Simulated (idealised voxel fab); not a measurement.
Herein follows the process module entitled voxel gate over fins.
FYI the section here is cut, 200 nm wide, cells are 5 nm squares.
Format of a cross-section: grid, square cells. Given as bands. Order: top down. Band: one or more rows of cells. Band: top height; bottom height; in nm. Then, left to right: material with width in nm, for each material. "full width": a single material spanning edge to edge. "air": empty space. Height reference: 0 = level under which incoming wafer is all one material. Lowest band: no bottom, runs on downward, e.g. "top 0, no bottom". You'd read "30 to 40" like this: the band's top row of cells is as wide as the first number, its bottom row is as wide as the second, and going down, every row changes width by the same amount as the row before did. Step marked "nothing was modified"? Then no cell in the cross-section changed in it. The label "Enclosed void listing" introduces a list of the empty spaces, 8 cells or larger, that have no open way up to the top; each entry in it reads width x height at distance, where the distance is taken from the left edge and all three are stated in nm. What comes after the settings on a step's line is commentary from the simulator itself on that step. overlay nm: mask offset rightward from planned place, masked step; negative means leftward offset. Below you will find pairs of cross-sections. In each, one shows the wafer before one process step and the other after it, with the after view ending at the lowest band that changed. Under each pair is the step separating them, along with its settings. Do not assume the pairs form a chain: they can come from different runs of this module on the same starting wafer, and a pair continues from the pair above it only when its "Before processing" entry says so.

Before processing
	top 20, bottom 15  air=40  TiN=55  air=5  TiN=55  air=45
	top 15, bottom 10  air=40  TiN=5  TiAl=45  TiN=5  air=5  TiN=5  TiAl=45  TiN=5  air=45
	top 10, bottom 5  air=40  TiN=5  TiAl=5  TiN=35  TiAl=5  TiN=5  air=5  TiN=5  TiAl=5  TiN=35  TiAl=5  TiN=5  air=45
	top 5, bottom 0  TiN=45  TiAl=5  TiN=5  HfO2=25  TiN=5  TiAl=5  TiN=15  TiAl=5  TiN=5  HfO2=25  TiN=5  TiAl=5  TiN=50
	top 0, bottom -5  TiAl=50  TiN=5  HfO2=5  Si=15  HfO2=5  TiN=5  TiAl=25  TiN=5  HfO2=5  Si=15  HfO2=5  TiN=5  TiAl=55
	top -5, bottom -10  TiN=55  HfO2=5  Si=15  HfO2=5  TiN=35  HfO2=5  Si=15  HfO2=5  TiN=60
	top -10, bottom -15  HfO2=60  Si=15  HfO2=45  Si=15  HfO2=65
	top -15, bottom -20  SiO2=60  Si=15  SiO2=45  Si=15  SiO2=65
	top -20, bottom -25  SiO2=60  Si=15  SiO2=15  TiN=5  W=5  TiN=5  SiO2=15  Si=15  SiO2=65
	top -25, bottom -30  SiO2=60  Si=15  SiO2=15  TiN=15  SiO2=15  Si=15  SiO2=65
	top -30, bottom -35  SiO2=60  Si=15  SiO2=45  Si=15  SiO2=65
	top -35, no bottom  Si full width
	Enclosed void listing: none

Post-Step Appearance
	top 35, bottom 20  TiAl full width
	top 20, bottom 15  TiAl=40  TiN=55  TiAl=5  TiN=55  TiAl=45
	top 15, bottom 10  TiAl=40  TiN=5  TiAl=45  TiN=5  TiAl=5  TiN=5  TiAl=45  TiN=5  TiAl=45
	top 10, bottom 5  TiAl=40  TiN=5  TiAl=5  TiN=35  TiAl=5  TiN=5  TiAl=5  TiN=5  TiAl=5  TiN=35  TiAl=5  TiN=5  TiAl=45
	At heights below 5, the structure remains unaltered.
	Enclosed void listing: none
Processing between the before and after sections above: FILL_DEP with material TiAl, thk nm 15

Before processing: For the state before this step, see the after cross-section of the pair located directly above.

Post-Step Appearance
	top 30, bottom 20  TiAl full width
	At heights below 20, the structure remains unaltered.
	Enclosed void listing: none
Processing between the before and after sections above: CMP with height nm 30

Before processing: For the state before this step, see the after cross-section of the pair located directly above.

Post-Step Appearance
	top 35, bottom 30  SiCN full width
	At heights below 30, the structure remains unaltered.
	Enclosed void listing: none
Processing between the before and after sections above: CONFORMAL_DEP with material SiCN, thk nm 5

Before processing
	top 10, bottom 0  SiN full width
	top 0, no bottom  Si full width
	Enclosed void listing: none

Post-Step Appearance
	top 25, bottom 10  resist=60  air=15  resist=45  air=15  resist=65
	At heights below 10, the structure remains unaltered.
	Enclosed void listing: none
Processing between the before and after sections above: PATTERN with tone open, mask id FINS, material resist, width nm 15, pitch nm 60, thk nm 15, overlay nm 0

Before processing: For the state before this step, see the after cross-section of the pair located directly above.

Post-Step Appearance
	top 25, bottom 10  resist=60  air=15  resist=45  air=15  resist=65
	top 10, bottom 0  SiN=60  air=15  SiN=45  air=15  SiN=65
	At heights below 0, the structure remains unaltered.
	Enclosed void listing: none
Processing between the before and after sections above: DIRECTIONAL_ETCH with etch materials SiN, depth nm 10

Before processing: For the state before this step, see the after cross-section of the pair located directly above.

Post-Step Appearance
	top 25, bottom 10  resist=60  air=15  resist=45  air=15  resist=65
	top 10, bottom 0  SiN=60  air=15  SiN=45  air=15  SiN=65
	top 0, bottom -35  Si=60  air=15  Si=45  air=15  Si=65
	At heights below -35, the structure remains unaltered.
	Enclosed void listing: none
Processing between the before and after sections above: DIRECTIONAL_ETCH with etch materials Si, depth nm 35

Before processing: For the state before this step, see the after cross-section of the pair located directly above.

Post-Step Appearance
	top 10, bottom 0  SiN=60  air=15  SiN=45  air=15  SiN=65
	At heights below 0, the structure remains unaltered.
	Enclosed void listing: none
Processing between the before and after sections above: STRIP with etch materials resist

Before processing: For the state before this step, see the after cross-section of the pair located directly above.

Post-Step Appearance
	top 15, bottom 10  SiO2 full width
	top 10, bottom 0  SiN=60  SiO2=15  SiN=45  SiO2=15  SiN=65
	top 0, bottom -35  Si=60  SiO2=15  Si=45  SiO2=15  Si=65
	At heights below -35, the structure remains unaltered.
	Enclosed void listing: none
Processing between the before and after sections above: FILL_DEP with material SiO2, thk nm 5

Before processing: For the state before this step, see the after cross-section of the pair located directly above.

Post-Step Appearance
	top 10, bottom 0  SiN=60  SiO2=15  SiN=45  SiO2=15  SiN=65
	At heights below 0, the structure remains unaltered.
	Enclosed void listing: none
Processing between the before and after sections above: CMP with height nm 10

Before processing: For the state before this step, see the after cross-section of the pair located directly above.

Post-Step Appearance
	top 25, bottom 10  aC full width
	At heights below 10, the structure remains unaltered.
	Enclosed void listing: none
Processing between the before and after sections above: DIRECTIONAL_DEP with material aC, thk nm 15

Before processing: For the state before this step, see the after cross-section of the pair located directly above.

Post-Step Appearance
	top 55, bottom 25  resist=90  air=15  resist=95
	At heights below 25, the structure remains unaltered.
	Enclosed void listing: none
Processing between the before and after sections above: PATTERN with tone open, mask id RAIL, material resist, width nm 15, thk nm 30, overlay nm 0

Before processing: For the state before this step, see the after cross-section of the pair located directly above.

Post-Step Appearance
	top 40, bottom 25  resist=90  air=15  resist=95
	top 25, bottom 10  aC=90  air=15  aC=95
	At heights below 10, the structure remains unaltered.
	Enclosed void listing: none
Processing between the before and after sections above: DIRECTIONAL_ETCH with etch materials aC, depth nm 15

Before processing: For the state before this step, see the after cross-section of the pair located directly above.

Post-Step Appearance
	top 25, bottom 10  aC=90  air=15  aC=95
	At heights below 10, the structure remains unaltered.
	Enclosed void listing: none
Processing between the before and after sections above: STRIP with etch materials resist

Before processing: For the state before this step, see the after cross-section of the pair located directly above.

Post-Step Appearance
	top 10, bottom 0  SiN=60  SiO2=15  SiN=45  SiO2=15  SiN=65
	At heights below 0, the structure remains unaltered.
	Enclosed void listing: none
Processing between the before and after sections above: STRIP with etch materials aC

Before processing: For the state before this step, see the after cross-section of the pair located directly above.

Post-Step Appearance
	top 15, bottom 10  TiN full width
	At heights below 10, the structure remains unaltered.
	Enclosed void listing: none
Processing between the before and after sections above: CONFORMAL_DEP with material TiN, thk nm 5

Before processing: For the state before this step, see the after cross-section of the pair located directly above.

Post-Step Appearance
	top 20, bottom 15  W full width
	At heights below 15, the structure remains unaltered.
	Enclosed void listing: none
Processing between the before and after sections above: FILL_DEP with material W, thk nm 5

Before processing: For the state before this step, see the after cross-section of the pair located directly above.

Post-Step Appearance
	top 10, bottom 0  SiN=60  SiO2=15  SiN=45  SiO2=15  SiN=65
	At heights below 0, the structure remains unaltered.
	Enclosed void listing: none
Processing between the before and after sections above: CMP with height nm 10

Before processing: For the state before this step, see the after cross-section of the pair located directly above.

Post-Step Appearance
	top 15, bottom 10  SiO2 full width
	At heights below 10, the structure remains unaltered.
	Enclosed void listing: none
Processing between the before and after sections above: FILL_DEP with material SiO2, thk nm 5

Before processing
	top 10, bottom 0  SiN=60  SiO2=15  SiN=45  SiO2=15  SiN=65
	top 0, bottom -35  Si=60  SiO2=15  Si=45  SiO2=15  Si=65
	top -35, no bottom  Si full width
	Enclosed void listing: none

Post-Step Appearance
	top 10, bottom 0  SiN=60  air=15  SiN=45  air=15  SiN=65
	top 0, bottom -15  Si=60  air=15  Si=45  air=15  Si=65
	At heights below -15, the structure remains unaltered.
	Enclosed void listing: none
Processing between the before and after sections above: SELECTIVE_ETCH with etch materials SiO2, depth nm 25

Before processing: For the state before this step, see the after cross-section of the pair located directly above.

Post-Step Appearance
	top 0, bottom -15  Si=60  air=15  Si=45  air=15  Si=65
	At heights below -15, the structure remains unaltered.
	Enclosed void listing: none
Processing between the before and after sections above: STRIP with etch materials SiN

Before processing: For the state before this step, see the after cross-section of the pair located directly above.

Post-Step Appearance
	top 5, bottom 0  HfO2=65  air=5  HfO2=55  air=5  HfO2=70
	top 0, bottom -10  Si=60  HfO2=5  air=5  HfO2=5  Si=45  HfO2=5  air=5  HfO2=5  Si=65
	top -10, bottom -15  Si=60  HfO2=15  Si=45  HfO2=15  Si=65
	At heights below -15, the structure remains unaltered.
	Enclosed void listing: none
Processing between the before and after sections above: CONFORMAL_DEP with material HfO2, thk nm 5

Before processing: For the state before this step, see the after cross-section of the pair located directly above.

Post-Step Appearance
	top 10, bottom 5  TiN full width
	top 5, bottom 0  HfO2=65  TiN=5  HfO2=55  TiN=5  HfO2=70
	top 0, bottom -10  Si=60  HfO2=5  TiN=5  HfO2=5  Si=45  HfO2=5  TiN=5  HfO2=5  Si=65
	At heights below -10, the structure remains unaltered.
	Enclosed void listing: none
Processing between the before and after sections above: CONFORMAL_DEP with material TiN, thk nm 5

Before processing: For the state before this step, see the after cross-section of the pair located directly above.

Post-Step Appearance
	top 15, bottom 10  TiAl full width
	At heights below 10, the structure remains unaltered.
	Enclosed void listing: none
Processing between the before and after sections above: CONFORMAL_DEP with material TiAl, thk nm 5

Before processing: For the state before this step, see the after cross-section of the pair located directly above.

Post-Step Appearance
	top 20, bottom 15  TiN full width
	At heights below 15, the structure remains unaltered.
	Enclosed void listing: none
Processing between the before and after sections above: CONFORMAL_DEP with material TiN, thk nm 5

Before processing: For the state before this step, see the after cross-section of the pair located directly above.

Post-Step Appearance
	top 35, bottom 20  W full width
	At heights below 20, the structure remains unaltered.
	Enclosed void listing: none
Processing between the before and after sections above: FILL_DEP with material W, thk nm 15

Before processing: For the state before this step, see the after cross-section of the pair located directly above.

Post-Step Appearance
	top 30, bottom 20  W full width
	At heights below 20, the structure remains unaltered.
	Enclosed void listing: none
Processing between the before and after sections above: CMP with height nm 30

Before processing: For the state before this step, see the after cross-section of the pair located directly above.

Post-Step Appearance
	top 35, bottom 30  SiCN full width
	At heights below 30, the structure remains unaltered.
	Enclosed void listing: none
Processing between the before and after sections above: CONFORMAL_DEP with material SiCN, thk nm 5
